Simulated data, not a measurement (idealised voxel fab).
The following is a process module called voxel capacitor over wiring.
cross-section cut | 220 nm wide | cells 5 nm
Reading order for cross-sections: top band down to bottom band. Underlying form: a grid of square cells. Band size: one or more rows of cells. Within each band entry, the heights of the top and of the bottom of the band appear first, in that order and in nm; the materials of the band then follow from left to right, each with its corresponding width in nm. The designation "throughout" on a single material indicates that it fills the band from edge to edge; the designation "blank" indicates empty space. Basically, 0 is our baseline, since under it the wafer straight out of the box is all one material. The bottom band has no lower end and keeps on going down, so it looks like "0..down". Graded width ("30..40"): value in top row of band = first number; value in bottom row = second number; row-to-row change constant. Any step labelled "nothing was modified" changed none of the cells in the cross-section. Heads up: "Closed void listing" only lists the empty pockets with no open path to the top that are 8 cells or more, and it writes them as width x height at distance, distance from the left edge, in nm. Past the settings on a step's line: simulator remark, on that step. A step line may carry the setting "overlay nm", which, for steps involving a mask, states the distance by which the mask lay to the right of its intended position; negative values denote displacement to the left.

Here's what the planned process steps look like
1. RECEIVE, material Si
2. CONFORMAL_DEP, material SiO2, thk nm 15
3. CONFORMAL_DEP, material SiN, thk nm 5
4. DIRECTIONAL_DEP, material SiO2, thk nm 25
5. MASKED_ETCH, tone open, mask id METAL_1, width nm 20, pitch nm 80, etch materials SiO2, depth nm 25, overlay nm 0
6. MASKED_ETCH, tone open, mask id METAL_1, width nm 20, pitch nm 80, etch materials SiN, depth nm 5, overlay nm 0
7. CONFORMAL_DEP, material TiN, thk nm 5
8. FILL_DEP, material Ru, thk nm 10
9. CMP, height nm 45
10. EPI, material Ru, thk nm 5
11. FILL_DEP, material SiCN, thk nm 5
12. DIRECTIONAL_DEP, material lowk, thk nm 10
13. MASKED_ETCH, tone open, mask id PLUG_1, width nm 15, etch materials lowk, depth nm 10, overlay nm 0
14. MASKED_ETCH, tone open, mask id PLUG_1, width nm 15, etch materials SiCN, depth nm 5, overlay nm 0
15. EPI, material Ru, thk nm 10
16. EPI, material Ru, thk nm 5
17. DIRECTIONAL_DEP, material TiN, thk nm 10
18. DIRECTIONAL_DEP, material Al2O3, thk nm 5
19. DIRECTIONAL_DEP, material TiN, thk nm 10
20. PATTERN, tone cover, mask id UPPER_PLATE, material resist, width nm 65, thk nm 20, overlay nm 0
21. DIRECTIONAL_ETCH, etch materials TiN, depth nm 10
22. DIRECTIONAL_ETCH, etch materials Al2O3, depth nm 5
23. STRIP, etch materials resist
24. DIRECTIONAL_DEP, material aC, thk nm 15
25. PATTERN, tone cover, mask id LOWER_PLATE, material resist, width nm 75, thk nm 30, overlay nm 0
26. DIRECTIONAL_ETCH, etch materials aC, depth nm 15
27. STRIP, etch materials resist
28. DIRECTIONAL_ETCH, etch materials TiN, depth nm 10
29. STRIP, etch materials aC
30. FILL_DEP, material SiO2, thk nm 15
31. CMP, height nm 100
32. DIRECTIONAL_DEP, material aC, thk nm 15
33. PATTERN, tone open, mask id PLUG_2, material resist, width nm 15, thk nm 35, overlay nm 0
34. DIRECTIONAL_ETCH, etch materials aC, depth nm 15
35. STRIP, etch materials resist
36. DIRECTIONAL_ETCH, etch materials SiO2, depth nm 10
37. STRIP, etch materials aC
38. CONFORMAL_DEP, material TiN, thk nm 5
39. FILL_DEP, material Ru, thk nm 5
40. CMP, height nm 100
41. CONFORMAL_DEP, material SiN, thk nm 5

So this is the incoming wafer in cross-section - it's already been through step 1
    0..down = Si throughout
    Closed void listing: none

First wafer of two, sectioned at end of module; run went per plan
    105..100 = SiN throughout
    100..95 = SiO2 75 nm, then TiN 5 nm, then Ru 5 nm, then TiN 5 nm, then SiO2 130 nm
    95..90 = SiO2 75 nm, then TiN 15 nm, then SiO2 130 nm
    90..80 = SiO2 65 nm, then TiN 65 nm, then SiO2 90 nm
    80..75 = SiO2 65 nm, then Al2O3 65 nm, then SiO2 90 nm
    75..65 = SiO2 60 nm, then TiN 75 nm, then SiO2 85 nm
    65..55 = lowk 65 nm, then Ru 15 nm, then lowk 140 nm
    55..50 = SiCN 65 nm, then Ru 15 nm, then SiCN 140 nm
    50..45 = SiCN 55 nm, then Ru 30 nm, then SiCN 50 nm, then Ru 30 nm, then SiCN 55 nm
    45..20 = SiO2 60 nm, then TiN 5 nm, then Ru 10 nm, then TiN 5 nm, then SiO2 60 nm, then TiN 5 nm, then Ru 10 nm, then TiN 5 nm, then SiO2 60 nm
    20..15 = SiN 60 nm, then TiN 20 nm, then SiN 60 nm, then TiN 20 nm, then SiN 60 nm
    15..0 = SiO2 throughout
    0..down = Si throughout
    Closed void listing: none

So this is wafer number two of the two, cut at the end of the module - it started where the first did and had the same plan, we just got one thing wrong running it
    105..100 = SiN throughout
    100..90 = SiO2 65 nm, then TiN 25 nm, then SiO2 130 nm
    90..85 = SiO2 65 nm, then Al2O3 25 nm, then TiN 40 nm, then SiO2 90 nm
    85..80 = SiO2 60 nm, then TiN 70 nm, then SiO2 90 nm
    80..75 = SiO2 60 nm, then TiN 30 nm, then Al2O3 40 nm, then SiO2 90 nm
    75..65 = SiO2 55 nm, then Ru 35 nm, then TiN 45 nm, then SiO2 85 nm
    65..55 = lowk 65 nm, then Ru 15 nm, then lowk 140 nm
    55..50 = SiCN 65 nm, then Ru 15 nm, then SiCN 140 nm
    50..45 = SiCN 55 nm, then Ru 30 nm, then SiCN 50 nm, then Ru 30 nm, then SiCN 55 nm
    45..20 = SiO2 60 nm, then TiN 5 nm, then Ru 10 nm, then TiN 5 nm, then SiO2 60 nm, then TiN 5 nm, then Ru 10 nm, then TiN 5 nm, then SiO2 60 nm
    20..15 = SiN 60 nm, then TiN 20 nm, then SiN 60 nm, then TiN 20 nm, then SiN 60 nm
    15..0 = SiO2 throughout
    0..down = Si throughout
    Closed void listing: none
Deviation noted in wafer processing: step 15 of the plan was performed twice
In the final state, the cell counts of the second wafer exceed or fall short of those of the first for the following materials: +13 Ru | -8 SiO2 | -5 TiN
